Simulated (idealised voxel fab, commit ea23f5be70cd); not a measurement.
A process module follows: voxel double patterning.
Cross-sectional view cut (width: 295 nm; square cell size: 5 nm).
In this document a cross-section is written as a grid of square cells. It is given as a series of bands, listed from the top down, and a band is one or more rows of cells.
The band entry comprises the height of the band's top followed by the height of its bottom, expressed in nm, and subsequently the band's materials from left to right, each stated together with its width in nm. Where a single material is marked with the word "edge to edge", that material fills the band from edge to edge. The word "air" represents empty space.
Heads up on the height convention: 0 is the point under which the incoming wafer is all one material, and the lowest band has no bottom, it just keeps going down, like "0 -> down".
Width spec "30->40" -> top row of cells at first value, bottom row at second value, equal per-row change in between.
Step note "same as before" = no cross-section cell changed.
"Fully closed voids" means: voids of 8 cells or more that are shut off from the top with no open way through. Written width x height at distance, distance from the left edge, in nm.
Heads up: the bit after the settings on a step's line is the simulator's remark on that step.
The "overlay nm" setting may appear on a step's line; for a step that uses a mask, it gives how far to the right of its planned position the mask lay, and a negative value indicates the left.
THE PLANNED PROCESS STEPS ARE ENUMERATED HEREUNDER
- 1: RECEIVE | material Si
- 2: CONFORMAL_DEP | material SiO2 | thk nm 10
- 3: DIRECTIONAL_DEP | material W | thk nm 10
- 4: DIRECTIONAL_DEP | material SiN | thk nm 5
- 5: MASKED_ETCH | tone open | mask id FIRST | width nm 15 | pitch nm 50 | etch materials SiN | depth nm 5 | overlay nm -15
- 6: DIRECTIONAL_DEP | material aC | thk nm 10
- 7: PATTERN | tone open | mask id SECOND | material resist | width nm 15 | pitch nm 50 | thk nm 25 | overlay nm 0
- 8: DIRECTIONAL_ETCH | etch materials aC | depth nm 10
- 9: STRIP | etch materials resist
- 10: DIRECTIONAL_ETCH | etch materials SiN | depth nm 5
- 11: STRIP | etch materials aC
- 12: DIRECTIONAL_ETCH | etch materials W | depth nm 10
- 13: STRIP | etch materials SiN
Variable across wafers: step 5 overlay nm (plan value is that of the first wafer; starting state common to all).
CROSS-SECTION OF THE FIRST OF SEVERAL WAFERS ON RECEIPT, REFLECTING COMPLETION OF STEP 1
	0 -> down | Si edge to edge
	Fully closed voids: none
PER WAFER (ROW), END OF MODULE: DELTA IN CELLS PER MATERIAL SINCE RECEIPT, (+) FOR GAINED, (-) FOR LOST; CLOSED VOIDS AFTER THAT
overlay nm -15 | +118 SiO2 | +92 W | Fully closed voids: none
overlay nm -10 | +118 SiO2 | +88 W | Fully closed voids: none
overlay nm -5 | +118 SiO2 | +88 W | Fully closed voids: none
overlay nm 0 | +118 SiO2 | +88 W | Fully closed voids: none
overlay nm 5 | +118 SiO2 | +88 W | Fully closed voids: none
overlay nm 10 | +118 SiO2 | +88 W | Fully closed voids: none
overlay nm 15 | +118 SiO2 | +92 W | Fully closed voids: none
